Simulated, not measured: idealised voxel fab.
process module | voxel double patterning
cross-section cut | 285 nm wide | cells 5 nm
A cross-section is a grid of square cells, given in bands from the top down. A band is one or more rows of cells.
Each band's line starts with the height of the band's top and of its bottom, in nm. Then come its materials from left to right, each with its width in nm. One material with "throughout" fills the band from edge to edge. "air" is empty space.
Height 0 is the level under which the wafer as received is all one material. The lowest band goes on downwards, as in "0 down".
A width such as "30 to 40" changes by the same amount from each row of cells to the next, from the band's top row to its bottom row.
"no change" after a step means that no cell of the cross-section changed.
closed voids: empty space of 8 cells or more with no open way to the top, each as width x height at its distance from the left edge, in nm
after a step's settings: what the simulator itself notes on the step
overlay nm, on a step with a mask: how far to the right of its planned place the mask lay; to the left if negative
Each pair below shows a cross-section before one step and the cross-section after it, down to the lowest band that changed. The line under each pair gives the step between them, with its settings. The pairs can come from different runs of this module on the same starting wafer, so a pair continues from the pair above only where its "before" says so.
before
  0 down: Si throughout
  closed voids: none
after
  5 to 0: SiO2 throughout
  below 0: unchanged
  closed voids: none
the step between: op CONFORMAL_DEP | material SiO2 | thk nm 5
before: the cross-section after the pair above
after
  15 to 5: W throughout
  below 5: unchanged
  closed voids: none
the step between: op DIRECTIONAL_DEP | material W | thk nm 10
before: the cross-section after the pair above
after
  25 to 15: SiCN throughout
  below 15: unchanged
  closed voids: none
the step between: op DIRECTIONAL_DEP | material SiCN | thk nm 10
before: the cross-section after the pair above
after
  25 to 15: SiCN 110 | air 15 | SiCN 35 | air 15 | SiCN 110
  below 15: unchanged
  closed voids: none
the step between: op MASKED_ETCH | tone open | mask id FIRST | width nm 15 | pitch nm 50 | etch materials SiCN | depth nm 10 | overlay nm 0
before: the cross-section after the pair above
after
  40 to 30: aC 110 | air 15 | aC 35 | air 15 | aC 110
  30 to 25: aC throughout
  25 to 15: SiCN 110 | aC 15 | SiCN 35 | aC 15 | SiCN 110
  below 15: unchanged
  closed voids: none
the step between: op DIRECTIONAL_DEP | material aC | thk nm 15
before: the cross-section after the pair above
after
  70 to 40: resist 135 | air 15 | resist 135
  40 to 30: aC 110 | resist 15 | aC 35 | resist 15 | aC 110
  below 30: unchanged
  closed voids: none
the step between: op PATTERN | tone open | mask id SECOND | material resist | width nm 15 | thk nm 30 | overlay nm 0
before: the cross-section after the pair above
after
  55 to 40: resist 135 | air 15 | resist 135
  40 to 30: aC 110 | resist 15 | aC 10 | air 15 | aC 10 | resist 15 | aC 110
  30 to 25: aC 135 | air 15 | aC 135
  below 25: unchanged
  closed voids: none
the step between: op DIRECTIONAL_ETCH | etch materials aC | depth nm 15
before: the cross-section after the pair above
after
  40 to 30: aC 110 | air 15 | aC 10 | air 15 | aC 10 | air 15 | aC 110
  below 30: unchanged
  closed voids: none
the step between: op STRIP | etch materials resist
before: the cross-section after the pair above
after
  40 to 30: aC 110 | air 15 | aC 10 | air 15 | aC 10 | air 15 | aC 110
  30 to 25: aC 135 | air 15 | aC 135
  25 to 15: SiCN 110 | aC 15 | SiCN 10 | air 15 | SiCN 10 | aC 15 | SiCN 110
  below 15: unchanged
  closed voids: none
the step between: op DIRECTIONAL_ETCH | etch materials SiCN | depth nm 10
before: the cross-section after the pair above
after
  25 to 15: SiCN 110 | air 15 | SiCN 10 | air 15 | SiCN 10 | air 15 | SiCN 110
  below 15: unchanged
  closed voids: none
the step between: op STRIP | etch materials aC
before: the cross-section after the pair above
after
  25 to 15: SiCN 110 | air 15 | SiCN 10 | air 15 | SiCN 10 | air 15 | SiCN 110
  15 to 5: W 110 | air 15 | W 10 | air 15 | W 10 | air 15 | W 110
  below 5: unchanged
  closed voids: none
the step between: op DIRECTIONAL_ETCH | etch materials W | depth nm 10
before: the cross-section after the pair above
after
  15 to 5: W 110 | air 15 | W 10 | air 15 | W 10 | air 15 | W 110
  below 5: unchanged
  closed voids: none
the step between: op STRIP | etch materials SiCN
before
  0 down: Si throughout
  closed voids: none
after
  10 to 0: W throughout
  below 0: unchanged
  closed voids: none
the step between: op DIRECTIONAL_DEP | material W | thk nm 10
before: the cross-section after the pair above
after
  20 to 10: SiCN throughout
  below 10: unchanged
  closed voids: none
the step between: op DIRECTIONAL_DEP | material SiCN | thk nm 10
before: the cross-section after the pair above
after
  20 to 10: SiCN 110 | air 15 | SiCN 35 | air 15 | SiCN 110
  below 10: unchanged
  closed voids: none
the step between: op MASKED_ETCH | tone open | mask id FIRST | width nm 15 | pitch nm 50 | etch materials SiCN | depth nm 10 | overlay nm 0
before: the cross-section after the pair above
after
  35 to 25: aC 110 | air 15 | aC 35 | air 15 | aC 110
  25 to 20: aC throughout
  20 to 10: SiCN 110 | aC 15 | SiCN 35 | aC 15 | SiCN 110
  below 10: unchanged
  closed voids: none
the step between: op DIRECTIONAL_DEP | material aC | thk nm 15
before: the cross-section after the pair above
after
  65 to 35: resist 135 | air 15 | resist 135
  35 to 25: aC 110 | resist 15 | aC 35 | resist 15 | aC 110
  below 25: unchanged
  closed voids: none
the step between: op PATTERN | tone open | mask id SECOND | material resist | width nm 15 | thk nm 30 | overlay nm 0
before: the cross-section after the pair above
after
  50 to 35: resist 135 | air 15 | resist 135
  35 to 25: aC 110 | resist 15 | aC 10 | air 15 | aC 10 | resist 15 | aC 110
  25 to 20: aC 135 | air 15 | aC 135
  below 20: unchanged
  closed voids: none
the step between: op DIRECTIONAL_ETCH | etch materials aC | depth nm 15
before: the cross-section after the pair above
after
  35 to 25: aC 110 | air 15 | aC 10 | air 15 | aC 10 | air 15 | aC 110
  below 25: unchanged
  closed voids: none
the step between: op STRIP | etch materials resist
before: the cross-section after the pair above
after
  35 to 25: aC 110 | air 15 | aC 10 | air 15 | aC 10 | air 15 | aC 110
  25 to 20: aC 135 | air 15 | aC 135
  20 to 10: SiCN 110 | aC 15 | SiCN 10 | air 15 | SiCN 10 | aC 15 | SiCN 110
  below 10: unchanged
  closed voids: none
the step between: op DIRECTIONAL_ETCH | etch materials SiCN | depth nm 10
before: the cross-section after the pair above
after
  20 to 10: SiCN 110 | air 15 | SiCN 10 | air 15 | SiCN 10 | air 15 | SiCN 110
  below 10: unchanged
  closed voids: none
the step between: op STRIP | etch materials aC
before: the cross-section after the pair above
after
  20 to 10: SiCN 110 | air 15 | SiCN 10 | air 15 | SiCN 10 | air 15 | SiCN 110
  10 to 0: W 110 | air 15 | W 10 | air 15 | W 10 | air 15 | W 110
  below 0: unchanged
  closed voids: none
the step between: op DIRECTIONAL_ETCH | etch materials W | depth nm 10
before: the cross-section after the pair above
after
  10 to 0: W 110 | air 15 | W 10 | air 15 | W 10 | air 15 | W 110
  below 0: unchanged
  closed voids: none
the step between: op STRIP | etch materials SiCN
before
  10 to 0: W throughout
  0 down: Si throughout
  closed voids: none
after
  15 to 10: SiO2 throughout
  below 10: unchanged
  closed voids: none
the step between: op CONFORMAL_DEP | material SiO2 | thk nm 5
before: the cross-section after the pair above
after
  25 to 15: SiCN throughout
  below 15: unchanged
  closed voids: none
the step between: op DIRECTIONAL_DEP | material SiCN | thk nm 10
before: the cross-section after the pair above
after
  25 to 15: SiCN 110 | air 15 | SiCN 35 | air 15 | SiCN 110
  below 15: unchanged
  closed voids: none
the step between: op MASKED_ETCH | tone open | mask id FIRST | width nm 15 | pitch nm 50 | etch materials SiCN | depth nm 10 | overlay nm 0
before: the cross-section after the pair above
after
  40 to 30: aC 110 | air 15 | aC 35 | air 15 | aC 110
  30 to 25: aC throughout
  25 to 15: SiCN 110 | aC 15 | SiCN 35 | aC 15 | SiCN 110
  below 15: unchanged
  closed voids: none
the step between: op DIRECTIONAL_DEP | material aC | thk nm 15
before: the cross-section after the pair above
after
  70 to 40: resist 135 | air 15 | resist 135
  40 to 30: aC 110 | resist 15 | aC 35 | resist 15 | aC 110
  below 30: unchanged
  closed voids: none
the step between: op PATTERN | tone open | mask id SECOND | material resist | width nm 15 | thk nm 30 | overlay nm 0
before: the cross-section after the pair above
after
  55 to 40: resist 135 | air 15 | resist 135
  40 to 30: aC 110 | resist 15 | aC 10 | air 15 | aC 10 | resist 15 | aC 110
  30 to 25: aC 135 | air 15 | aC 135
  below 25: unchanged
  closed voids: none
the step between: op DIRECTIONAL_ETCH | etch materials aC | depth nm 15
before: the cross-section after the pair above
after
  40 to 30: aC 110 | air 15 | aC 10 | air 15 | aC 10 | air 15 | aC 110
  below 30: unchanged
  closed voids: none
the step between: op STRIP | etch materials resist
before: the cross-section after the pair above
after
  40 to 30: aC 110 | air 15 | aC 10 | air 15 | aC 10 | air 15 | aC 110
  30 to 25: aC 135 | air 15 | aC 135
  25 to 15: SiCN 110 | aC 15 | SiCN 10 | air 15 | SiCN 10 | aC 15 | SiCN 110
  below 15: unchanged
  closed voids: none
the step between: op DIRECTIONAL_ETCH | etch materials SiCN | depth nm 10
before: the cross-section after the pair above
after
  25 to 15: SiCN 110 | air 15 | SiCN 10 | air 15 | SiCN 10 | air 15 | SiCN 110
  below 15: unchanged
  closed voids: none
the step between: op STRIP | etch materials aC
before: the cross-section after the pair above
after
  15 to 10: SiO2 throughout
  below 10: unchanged
  closed voids: none
the step between: op STRIP | etch materials SiCN
before
  25 to 15: SiCN 110 | air 15 | SiCN 10 | air 15 | SiCN 10 | air 15 | SiCN 110
  15 to 5: W throughout
  5 to 0: SiO2 throughout
  0 down: Si throughout
  closed voids: none
after
  25 to 15: SiCN 110 | air 15 | SiCN 10 | air 15 | SiCN 10 | air 15 | SiCN 110
  15 to 10: W 110 | air 15 | W 10 | air 15 | W 10 | air 15 | W 110
  below 10: unchanged
  closed voids: none
the step between: op DIRECTIONAL_ETCH | etch materials W | depth nm 5
before: the cross-section after the pair above
after
  15 to 10: W 110 | air 15 | W 10 | air 15 | W 10 | air 15 | W 110
  below 10: unchanged
  closed voids: none
the step between: op STRIP | etch materials SiCN
before
  40 to 30: aC 110 | air 15 | aC 35 | air 15 | aC 110
  30 to 25: aC throughout
  25 to 15: SiCN 110 | aC 15 | SiCN 35 | aC 15 | SiCN 110
  15 to 5: W throughout
  5 to 0: SiO2 throughout
  0 down: Si throughout
  closed voids: none
after
  70 to 40: resist 135 | air 20 | resist 130
  40 to 30: aC 110 | resist 15 | aC 35 | resist 15 | aC 110
  below 30: unchanged
  closed voids: none
the step between: op PATTERN | tone open | mask id SECOND | material resist | width nm 20 | thk nm 30 | overlay nm 0
before: the cross-section after the pair above
after
  55 to 40: resist 135 | air 20 | resist 130
  40 to 30: aC 110 | resist 15 | aC 10 | air 20 | aC 5 | resist 15 | aC 110
  30 to 25: aC 135 | air 20 | aC 130
  below 25: unchanged
  closed voids: none
the step between: op DIRECTIONAL_ETCH | etch materials aC | depth nm 15
before: the cross-section after the pair above
after
  40 to 30: aC 110 | air 15 | aC 10 | air 20 | aC 5 | air 15 | aC 110
  below 30: unchanged
  closed voids: none
the step between: op STRIP | etch materials resist
before: the cross-section after the pair above
after
  40 to 30: aC 110 | air 15 | aC 10 | air 20 | aC 5 | air 15 | aC 110
  30 to 25: aC 135 | air 20 | aC 130
  25 to 15: SiCN 110 | aC 15 | SiCN 10 | air 20 | SiCN 5 | aC 15 | SiCN 110
  below 15: unchanged
  closed voids: none
the step between: op DIRECTIONAL_ETCH | etch materials SiCN | depth nm 10
before: the cross-section after the pair above
after
  25 to 15: SiCN 110 | air 15 | SiCN 10 | air 20 | SiCN 5 | air 15 | SiCN 110
  below 15: unchanged
  closed voids: none
the step between: op STRIP | etch materials aC
before: the cross-section after the pair above
after
  25 to 15: SiCN 110 | air 15 | SiCN 10 | air 20 | SiCN 5 | air 15 | SiCN 110
  15 to 5: W 110 | air 15 | W 10 | air 20 | W 5 | air 15 | W 110
  below 5: unchanged
  closed voids: none
the step between: op DIRECTIONAL_ETCH | etch materials W | depth nm 10
before: the cross-section after the pair above
after
  15 to 5: W 110 | air 15 | W 10 | air 20 | W 5 | air 15 | W 110
  below 5: unchanged
  closed voids: none
the step between: op STRIP | etch materials SiCN
before
  25 to 15: SiCN throughout
  15 to 5: W throughout
  5 to 0: SiO2 throughout
  0 down: Si throughout
  closed voids: none
after
  25 to 15: SiCN 115 | air 15 | SiCN 35 | air 15 | SiCN 105
  below 15: unchanged
  closed voids: none
the step between: op MASKED_ETCH | tone open | mask id FIRST | width nm 15 | pitch nm 50 | etch materials SiCN | depth nm 10 | overlay nm 5
before: the cross-section after the pair above
after
  40 to 30: aC 115 | air 15 | aC 35 | air 15 | aC 105
  30 to 25: aC throughout
  25 to 15: SiCN 115 | aC 15 | SiCN 35 | aC 15 | SiCN 105
  below 15: unchanged
  closed voids: none
the step between: op DIRECTIONAL_DEP | material aC | thk nm 15
before: the cross-section after the pair above
after
  70 to 40: resist 135 | air 15 | resist 135
  40 to 30: aC 115 | resist 15 | aC 35 | resist 15 | aC 105
  below 30: unchanged
  closed voids: none
the step between: op PATTERN | tone open | mask id SECOND | material resist | width nm 15 | thk nm 30 | overlay nm 0
before: the cross-section after the pair above
after
  55 to 40: resist 135 | air 15 | resist 135
  40 to 30: aC 115 | resist 15 | aC 5 | air 15 | aC 15 | resist 15 | aC 105
  30 to 25: aC 135 | air 15 | aC 135
  below 25: unchanged
  closed voids: none
the step between: op DIRECTIONAL_ETCH | etch materials aC | depth nm 15
before: the cross-section after the pair above
after
  40 to 30: aC 115 | air 15 | aC 5 | air 15 | aC 15 | air 15 | aC 105
  below 30: unchanged
  closed voids: none
the step between: op STRIP | etch materials resist
before: the cross-section after the pair above
after
  40 to 30: aC 115 | air 15 | aC 5 | air 15 | aC 15 | air 15 | aC 105
  30 to 25: aC 135 | air 15 | aC 135
  25 to 15: SiCN 115 | aC 15 | SiCN 5 | air 15 | SiCN 15 | aC 15 | SiCN 105
  below 15: unchanged
  closed voids: none
the step between: op DIRECTIONAL_ETCH | etch materials SiCN | depth nm 10
before: the cross-section after the pair above
after
  25 to 15: SiCN 115 | air 15 | SiCN 5 | air 15 | SiCN 15 | air 15 | SiCN 105
  below 15: unchanged
  closed voids: none
the step between: op STRIP | etch materials aC
before: the cross-section after the pair above
after
  25 to 15: SiCN 115 | air 15 | SiCN 5 | air 15 | SiCN 15 | air 15 | SiCN 105
  15 to 5: W 115 | air 15 | W 5 | air 15 | W 15 | air 15 | W 105
  below 5: unchanged
  closed voids: none
the step between: op DIRECTIONAL_ETCH | etch materials W | depth nm 10
before: the cross-section after the pair above
after
  15 to 5: W 115 | air 15 | W 5 | air 15 | W 15 | air 15 | W 105
  below 5: unchanged
  closed voids: none
the step between: op STRIP | etch materials SiCN
before
  5 to 0: SiO2 throughout
  0 down: Si throughout
  closed voids: none
after
  15 to 0: SiO2 throughout
  below 0: unchanged
  closed voids: none
the step between: op DIRECTIONAL_DEP | material SiO2 | thk nm 10
before: the cross-section after the pair above
after
  25 to 15: SiCN throughout
  below 15: unchanged
  closed voids: none
the step between: op DIRECTIONAL_DEP | material SiCN | thk nm 10
before: the cross-section after the pair above
after
  25 to 15: SiCN 110 | air 15 | SiCN 35 | air 15 | SiCN 110
  below 15: unchanged
  closed voids: none
the step between: op MASKED_ETCH | tone open | mask id FIRST | width nm 15 | pitch nm 50 | etch materials SiCN | depth nm 10 | overlay nm 0
before: the cross-section after the pair above
after
  40 to 30: aC 110 | air 15 | aC 35 | air 15 | aC 110
  30 to 25: aC throughout
  25 to 15: SiCN 110 | aC 15 | SiCN 35 | aC 15 | SiCN 110
  below 15: unchanged
  closed voids: none
the step between: op DIRECTIONAL_DEP | material aC | thk nm 15
before: the cross-section after the pair above
after
  70 to 40: resist 135 | air 15 | resist 135
  40 to 30: aC 110 | resist 15 | aC 35 | resist 15 | aC 110
  below 30: unchanged
  closed voids: none
the step between: op PATTERN | tone open | mask id SECOND | material resist | width nm 15 | thk nm 30 | overlay nm 0
before: the cross-section after the pair above
after
  55 to 40: resist 135 | air 15 | resist 135
  40 to 30: aC 110 | resist 15 | aC 10 | air 15 | aC 10 | resist 15 | aC 110
  30 to 25: aC 135 | air 15 | aC 135
  below 25: unchanged
  closed voids: none
the step between: op DIRECTIONAL_ETCH | etch materials aC | depth nm 15
before: the cross-section after the pair above
after
  40 to 30: aC 110 | air 15 | aC 10 | air 15 | aC 10 | air 15 | aC 110
  below 30: unchanged
  closed voids: none
the step between: op STRIP | etch materials resist
before: the cross-section after the pair above
after
  40 to 30: aC 110 | air 15 | aC 10 | air 15 | aC 10 | air 15 | aC 110
  30 to 25: aC 135 | air 15 | aC 135
  25 to 15: SiCN 110 | aC 15 | SiCN 10 | air 15 | SiCN 10 | aC 15 | SiCN 110
  below 15: unchanged
  closed voids: none
the step between: op DIRECTIONAL_ETCH | etch materials SiCN | depth nm 10
before: the cross-section after the pair above
after
  25 to 15: SiCN 110 | air 15 | SiCN 10 | air 15 | SiCN 10 | air 15 | SiCN 110
  below 15: unchanged
  closed voids: none
the step between: op STRIP | etch materials aC
before: the cross-section after the pair above
after
  15 to 0: SiO2 throughout
  below 0: unchanged
  closed voids: none
the step between: op STRIP | etch materials SiCN
before
  40 to 30: aC 110 | air 15 | aC 35 | air 15 | aC 110
  30 to 25: aC throughout
  25 to 15: SiCN 110 | aC 15 | SiCN 35 | aC 15 | SiCN 110
  15 to 5: W throughout
  5 to 0: SiO2 throughout
  0 down: Si throughout
  closed voids: none
after
  70 to 40: air 135 | resist 15 | air 135
  below 40: unchanged
  closed voids: none
the step between: op PATTERN | tone cover | mask id SECOND | material resist | width nm 15 | thk nm 30 | overlay nm 0
before: the cross-section after the pair above
after
  55 to 40: air 135 | resist 15 | air 135
  40 to 25: air 135 | aC 15 | air 135
  25 to 15: SiCN 110 | air 15 | SiCN 35 | air 15 | SiCN 110
  below 15: unchanged
  closed voids: none
the step between: op DIRECTIONAL_ETCH | etch materials aC | depth nm 15
before: the cross-section after the pair above
after
  40 to 25: air 135 | aC 15 | air 135
  below 25: unchanged
  closed voids: none
the step between: op STRIP | etch materials resist
before: the cross-section after the pair above
after
  40 to 25: air 135 | aC 15 | air 135
  25 to 15: air 135 | SiCN 15 | air 135
  below 15: unchanged
  closed voids: none
the step between: op DIRECTIONAL_ETCH | etch materials SiCN | depth nm 10
before: the cross-section after the pair above
after
  25 to 15: air 135 | SiCN 15 | air 135
  below 15: unchanged
  closed voids: none
the step between: op STRIP | etch materials aC
before: the cross-section after the pair above
after
  25 to 15: air 135 | SiCN 15 | air 135
  15 to 5: air 135 | W 15 | air 135
  below 5: unchanged
  closed voids: none
the step between: op DIRECTIONAL_ETCH | etch materials W | depth nm 10
before: the cross-section after the pair above
after
  15 to 5: air 135 | W 15 | air 135
  below 5: unchanged
  closed voids: none
the step between: op STRIP | etch materials SiCN
